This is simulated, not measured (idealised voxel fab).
This is a process module. Its name is voxel self aligned contacts.
The figure presents cross-section cut, which has a width of 210 nm and is divided into square cells with an edge length of 5 nm.
When this document writes out a cross-section, it uses a grid of square cells and lists it as bands, beginning at the top and moving down, with a band standing for one or more rows of cells. Top height, bottom height, nm. Materials left to right, width each, nm. Single material + "all across" = fills band edge to edge. "empty" = empty. The reference from which all heights are counted is 0, the level beneath which the as-received wafer is entirely one material; the lowest band, having no lower bound, proceeds downward and is written after the example "0 and below". When a width is written as two numbers, as in "30->40", the first number is the width in the top row of cells of the band and the second is the width in its bottom row, and the width changes by the same amount from each row to the next. Basically "no modification" means that step didn't change any cell in the cross-section. "Closed internal voids" - sealed voids, min. 8 cells, no opening to top; format: width x height at distance (distance from left edge; nm throughout). On a step's line, text after the settings is the simulator commenting on that step. overlay nm: mask right of planned place by this much (step with mask). Neg. = left.
-- Steps planned for the process
1. op RECEIVE | material Si
2. op CONFORMAL_DEP | material SiO2 | thk nm 5
3. op DIRECTIONAL_DEP | material polySi | thk nm 30
4. op DIRECTIONAL_DEP | material SiN | thk nm 15
5. op MASKED_ETCH | tone cover | mask id GATE | width nm 30 | pitch nm 55 | etch materials SiN | depth nm 15 | overlay nm 0
6. op MASKED_ETCH | tone cover | mask id GATE | width nm 30 | pitch nm 55 | etch materials polySi | depth nm 30 | overlay nm 0
7. op CONFORMAL_DEP | material SiN | thk nm 5
8. op DIRECTIONAL_ETCH | etch materials SiN | depth nm 5
9. op FILL_DEP | material SiO2 | thk nm 20
10. op CMP | height nm 60
11. op MASKED_ETCH | tone open | mask id CONTACT | width nm 35 | etch materials SiO2 | depth nm 60 | overlay nm 0
12. op CONFORMAL_DEP | material TiN | thk nm 5
13. op FILL_DEP | material Ru | thk nm 5
14. op CMP | height nm 60
15. op CONFORMAL_DEP | material SiCN | thk nm 5
-- Cross-section of the incoming wafer, state after step 1
  0 and below | Si all across
  Closed internal voids: none
-- First wafer of two, sectioned at end of module; run went per plan
  65 down to 60 | SiCN all across
  60 down to 50 | SiO2 85, TiN 5->15, Ru 25->5, TiN 5->15, SiO2 90
  50 down to 35 | SiO2 55, SiN 40, TiN 5, Ru 5, TiN 5, SiN 40, SiO2 60
  35 down to 5 | SiO2 55, SiN 5, polySi 30, SiN 5, TiN 5, Ru 5, TiN 5, SiN 5, polySi 30, SiN 5, SiO2 60
  5 down to 0 | SiO2 95, TiN 15, SiO2 100
  0 and below | Si all across
  Closed internal voids: none
-- Module end: cross-section of wafer two of two. Same start and process plan as the first wafer. One mistake during execution
  65 down to 60 | SiCN all across
  60 down to 50 | SiO2 85, TiN 5->15, Ru 25->5, TiN 5->15, SiO2 90
  50 down to 40 | SiO2 55, SiN 40, TiN 5, Ru 5, TiN 5, SiN 40, SiO2 60
  40 down to 35 | SiO2 55, SiN 40, TiN 15, SiN 40, SiO2 60
  35 down to 5 | TiN all across
  5 down to 0 | SiO2 all across
  0 and below | Si all across
  Closed internal voids: none
What was the processing mistake? step 3, actual vs plan mismatch, actual run op DIRECTIONAL_DEP | material TiN | thk nm 30
Bottom line after processing is that, in cells, the second wafer is up or down on some materials versus the first: -7 Ru; -24 SiN; -135 SiO2; +238 TiN; -72 polySi
